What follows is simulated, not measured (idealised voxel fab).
Process module name: voxel quadruple lines
It is cross-section cut that appears here, measuring 205 nm in width, its square cells being 5 nm in size.
Notation: cross-section as square-cell grid; stated in bands, top first, going down; one or more cell rows per band.
Top, bottom (nm), then materials left to right with widths (nm); lone material tagged "edge to edge" fills the whole band edge to edge; "air" = empty space.
It should be noted that heights are counted from 0, beneath which the wafer as supplied is of one material throughout, and that the lowest band possesses no lower boundary but continues downward, as written in "0 -> down".
So if you see something like "30 to 40" for the width, read it as the top row of the band sitting at the first number and the bottom row at the second, with every row in between moving by the same amount as the last.
Step marked "nothing altered"? Then no cell in the cross-section changed in it.
"Closed void list" means: voids of 8 cells or more that are shut off from the top with no open way through. Written width x height at distance, distance from the left edge, in nm.
It should be noted that, on the line of a given step, the content following the step's settings is a remark produced by the simulator itself with respect to that step.
"overlay nm" denotes, for a step that has a mask, the displacement of the mask to the right of its planned place, with negative values corresponding to the left.
This section lists the process steps that were planned
1. RECEIVE | material Si
2. CONFORMAL_DEP | material SiO2 | thk nm 5
3. DIRECTIONAL_DEP | material Ru | thk nm 15
4. DIRECTIONAL_DEP | material polySi | thk nm 15
5. DIRECTIONAL_DEP | material aC | thk nm 20
6. PATTERN | tone cover | mask id MANDREL | material resist | width nm 20 | pitch nm 60 | thk nm 25 | overlay nm 0
7. DIRECTIONAL_ETCH | etch materials aC | depth nm 20
8. STRIP | etch materials resist
9. CONFORMAL_DEP | material SiO2 | thk nm 10
10. DIRECTIONAL_ETCH | etch materials SiO2 | depth nm 10
11. STRIP | etch materials aC
12. DIRECTIONAL_ETCH | etch materials polySi | depth nm 15
13. STRIP | etch materials SiO2
14. CONFORMAL_DEP | material SiN | thk nm 5
15. DIRECTIONAL_ETCH | etch materials SiN | depth nm 5
16. STRIP | etch materials polySi
17. DIRECTIONAL_ETCH | etch materials Ru | depth nm 15
18. STRIP | etch materials SiN
Cross-section, incoming material, after step 1
> 0 -> down  Si edge to edge
> Closed void list: none
Cross-section, first of two wafers, end of module, run as planned
> 20 -> 5  45 air, then 5 Ru, then 10 air, then 5 Ru, then 10 air, then 5 Ru, then 10 air, then 5 Ru, then 10 air, then 5 Ru, then 10 air, then 5 Ru, then 10 air, then 5 Ru, then 10 air, then 5 Ru, then 50 air
> 5 -> 0  SiO2 edge to edge
> 0 -> down  Si edge to edge
> Closed void list: none
Wafer two (of two), end-of-module cross-section: start = wafer one, plan = wafer one, one run mistake
> 20 -> 5  55 air, then 5 Ru, then 20 air, then 5 Ru, then 30 air, then 5 Ru, then 20 air, then 5 Ru, then 60 air
> 5 -> 0  SiO2 edge to edge
> 0 -> down  Si edge to edge
> Closed void list: none
The mistake made against the process plan was this: so step 6 ended up running with a different setting than we planned, it ran as PATTERN | tone open | mask id MANDREL | material resist | width nm 20 | pitch nm 60 | thk nm 25 | overlay nm 0
End check, counted in cells, second wafer has more or fewer of these materials than the first: Ru: 12 fewer
